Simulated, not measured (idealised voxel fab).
The following process module bears the name voxel fin reveal.
FYI the section here is cut, 290 nm wide, cells are 5 nm squares.
In what follows, cross-sections appear as grids of square cells, described through bands that run from the top down, where every band is one or more rows of cells.
Heights first: top, then bottom, in nm. Then materials, left to right, each with a width in nm. "all across" on a single material: fills the band edge to edge. "blank": empty space.
It should be noted that heights are counted from 0, beneath which the wafer as supplied is of one material throughout, and that the lowest band possesses no lower boundary but continues downward, as written in "0 and below".
When a width is written as two numbers, as in "30..40", the first number is the width in the top row of cells of the band and the second is the width in its bottom row, and the width changes by the same amount from each row to the next.
Basically "nothing different" means that step didn't change any cell in the cross-section.
Basically, "Fully enclosed voids" tells you about the enclosed voids: empty spaces with no open way to the top, 8 cells or bigger, each written width x height at distance, where distance is from the left edge, all in nm.
Heads up: the bit after the settings on a step's line is the simulator's remark on that step.
overlay nm: how far to the right of its planned place the mask lay on this masked step (negative: to the left).
# The planned process steps are enumerated hereunder
1 op RECEIVE | material Si
2 op CONFORMAL_DEP | material SiN | thk nm 10
3 op DIRECTIONAL_DEP | material aC | thk nm 15
4 op PATTERN | tone cover | mask id FINS | material resist | width nm 15 | pitch nm 35 | thk nm 30 | overlay nm 0
5 op DIRECTIONAL_ETCH | etch materials aC | depth nm 15
6 op STRIP | etch materials resist
7 op DIRECTIONAL_ETCH | etch materials SiN | depth nm 10
8 op DIRECTIONAL_ETCH | etch materials Si | depth nm 35
9 op STRIP | etch materials aC
10 op OXIDIZE | depth nm 5
11 op FILL_DEP | material SiO2 | thk nm 5
12 op CMP | height nm 10
13 op SELECTIVE_ETCH | etch materials SiO2 | depth nm 35
14 op STRIP | etch materials SiN
15 op CONFORMAL_DEP | material SiO2 | thk nm 5
# The first of a set of two wafers, run to plan
# The cross-section here shows the wafer as received, i.e. in its state after step 1
	0 and below = Si all across
	Fully enclosed voids: none
# State of the wafer after step 2, shown in cross-section
	10 down to 0 = SiN all across
	Lower than 0, everything is as it was.
# State of the wafer after step 3, shown in cross-section
	25 down to 10 = aC all across
	Lower than 10, everything is as it was.
# State of the wafer after step 4, shown in cross-section
	55 down to 25 = blank=85  resist=15  blank=20  resist=15  blank=20  resist=15  blank=20  resist=15  blank=85
	Lower than 25, everything is as it was.
# State of the wafer after step 5, shown in cross-section
	40 down to 25 = blank=85  resist=15  blank=20  resist=15  blank=20  resist=15  blank=20  resist=15  blank=85
	25 down to 10 = blank=85  aC=15  blank=20  aC=15  blank=20  aC=15  blank=20  aC=15  blank=85
	Lower than 10, everything is as it was.
# State of the wafer after step 6, shown in cross-section
	25 down to 10 = blank=85  aC=15  blank=20  aC=15  blank=20  aC=15  blank=20  aC=15  blank=85
	Lower than 10, everything is as it was.
# State of the wafer after step 7, shown in cross-section
	25 down to 10 = blank=85  aC=15  blank=20  aC=15  blank=20  aC=15  blank=20  aC=15  blank=85
	10 down to 0 = blank=85  SiN=15  blank=20  SiN=15  blank=20  SiN=15  blank=20  SiN=15  blank=85
	Lower than 0, everything is as it was.
# State of the wafer after step 8, shown in cross-section
	25 down to 10 = blank=85  aC=15  blank=20  aC=15  blank=20  aC=15  blank=20  aC=15  blank=85
	10 down to 0 = blank=85  SiN=15  blank=20  SiN=15  blank=20  SiN=15  blank=20  SiN=15  blank=85
	0 down to -35 = blank=85  Si=15  blank=20  Si=15  blank=20  Si=15  blank=20  Si=15  blank=85
	Lower than -35, everything is as it was.
# State of the wafer after step 9, shown in cross-section
	10 down to 0 = blank=85  SiN=15  blank=20  SiN=15  blank=20  SiN=15  blank=20  SiN=15  blank=85
	Lower than 0, everything is as it was.
# State of the wafer after step 10, shown in cross-section
	10 down to 0 = blank=85  SiN=15  blank=20  SiN=15  blank=20  SiN=15  blank=20  SiN=15  blank=85
	0 down to -35 = blank=85  SiO2=5  Si=5  SiO2=5  blank=20  SiO2=5  Si=5  SiO2=5  blank=20  SiO2=5  Si=5  SiO2=5  blank=20  SiO2=5  Si=5  SiO2=5  blank=85
	-35 down to -40 = SiO2=90  Si=5  SiO2=30  Si=5  SiO2=30  Si=5  SiO2=30  Si=5  SiO2=90
	Lower than -40, everything is as it was.
# State of the wafer after step 11, shown in cross-section
	15 down to 10 = SiO2 all across
	10 down to 0 = SiO2=85  SiN=15  SiO2=20  SiN=15  SiO2=20  SiN=15  SiO2=20  SiN=15  SiO2=85
	0 down to -40 = SiO2=90  Si=5  SiO2=30  Si=5  SiO2=30  Si=5  SiO2=30  Si=5  SiO2=90
	Lower than -40, everything is as it was.
# State of the wafer after step 12, shown in cross-section
	10 down to 0 = SiO2=85  SiN=15  SiO2=20  SiN=15  SiO2=20  SiN=15  SiO2=20  SiN=15  SiO2=85
	Lower than 0, everything is as it was.
# State of the wafer after step 13, shown in cross-section
	10 down to 0 = blank=85  SiN=15  blank=20  SiN=15  blank=20  SiN=15  blank=20  SiN=15  blank=85
	0 down to -25 = blank=90  Si=5  blank=30  Si=5  blank=30  Si=5  blank=30  Si=5  blank=90
	Lower than -25, everything is as it was.
# State of the wafer after step 14, shown in cross-section
	0 down to -25 = blank=90  Si=5  blank=30  Si=5  blank=30  Si=5  blank=30  Si=5  blank=90
	Lower than -25, everything is as it was.
# State of the wafer after step 15, shown in cross-section
	5 down to 0 = blank=85  SiO2=15  blank=20  SiO2=15  blank=20  SiO2=15  blank=20  SiO2=15  blank=85
	0 down to -20 = blank=85  SiO2=5  Si=5  SiO2=5  blank=20  SiO2=5  Si=5  SiO2=5  blank=20  SiO2=5  Si=5  SiO2=5  blank=20  SiO2=5  Si=5  SiO2=5  blank=85
	-20 down to -40 = SiO2=90  Si=5  SiO2=30  Si=5  SiO2=30  Si=5  SiO2=30  Si=5  SiO2=90
	Lower than -40, everything is as it was.
# Second wafer: same start and same plan as the first, one execution error; identical to the first through step 14
# Planned end of step 15: second wafer, cross-section
	5 down to 0 = blank=85  SiN=15  blank=20  SiN=15  blank=20  SiN=15  blank=20  SiN=15  blank=85
	0 down to -20 = blank=85  SiN=5  Si=5  SiN=5  blank=20  SiN=5  Si=5  SiN=5  blank=20  SiN=5  Si=5  SiN=5  blank=20  SiN=5  Si=5  SiN=5  blank=85
	-20 down to -25 = SiN=90  Si=5  SiN=30  Si=5  SiN=30  Si=5  SiN=30  Si=5  SiN=90
	Lower than -25, everything is as it was.
Short version of what went wrong: not per plan at step 15, really ran op CONFORMAL_DEP | material SiN | thk nm 5
Materials where the second wafer ends with more or fewer cells than the first: SiN: 98 more; SiO2: 98 fewer
